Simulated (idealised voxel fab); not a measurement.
Process module heading - voxel released beams
The cross-section on display is named cut; it measures 210 nm wide, and its cells are 5 nm squares.
Notation: cross-section as square-cell grid; stated in bands, top first, going down; one or more cell rows per band.
Each band's line starts with the height of the band's top and of its bottom, in nm. Then come its materials from left to right, each with its width in nm. One material with "full width" fills the band from edge to edge. "air" is empty space.
Height datum 0, below which the as-received substrate wafer is one material. Lowest band open at the bottom, running downward: "top 0, no bottom".
Width "30 to 40": first value at the band's top row of cells, second value at its bottom row, equal change from row to row.
When a step is marked "everything unchanged", none of the cells in the cross-section changed during that step.
Any empty space of 8 cells or more lacking an open way to the top shows up in "Cavities, closed" as width x height at distance, distance from the left edge, in nm.
On each step's line, the part that comes after the settings is the simulator's own comment on the step.
The optional step-line setting "overlay nm" applies to steps with a mask and quantifies how far to the right of its planned location the mask lay, a negative value indicating leftward placement.

-- The planned process steps are enumerated hereunder
1,op RECEIVE | material Si
2,op CONFORMAL_DEP | material SiN | thk nm 10
3,op DIRECTIONAL_DEP | material SiO2 | thk nm 10
4,op PATTERN | tone open | mask id ANCHOR | material resist | width nm 45 | thk nm 20 | overlay nm -15
5,op DIRECTIONAL_ETCH | etch materials SiO2 | depth nm 10
6,op STRIP | etch materials resist
7,op CONFORMAL_DEP | material W | thk nm 15
8,op PATTERN | tone cover | mask id BEAM | material resist | width nm 115 | thk nm 15 | overlay nm 0
9,op DIRECTIONAL_ETCH | etch materials W | depth nm 15
10,op STRIP | etch materials resist
11,op STRIP | etch materials SiO2
For this document, wafers share an identical start and vary in the step 4 overlay nm; the plan quotes the first wafer's value.

-- As-received state after step 1, first of several wafers, cross-section
top 0, no bottom = Si full width
Cavities, closed: none

-- Below, a row for every wafer. Read it as the end-of-module picture: for each material the wafer shows its cells gained (+) or lost (-) since it was received, and then its closed voids
overlay nm -15 | +84 SiN | +81 W | Cavities, closed: none
overlay nm -10 | +84 SiN | +81 W | Cavities, closed: none
overlay nm -5 | +84 SiN | +81 W | Cavities, closed: none
overlay nm 0 | +84 SiN | +81 W | Cavities, closed: none
overlay nm 5 | +84 SiN | +81 W | Cavities, closed: none
overlay nm 10 | +84 SiN | +81 W | Cavities, closed: none
overlay nm 15 | +84 SiN | +81 W | Cavities, closed: none
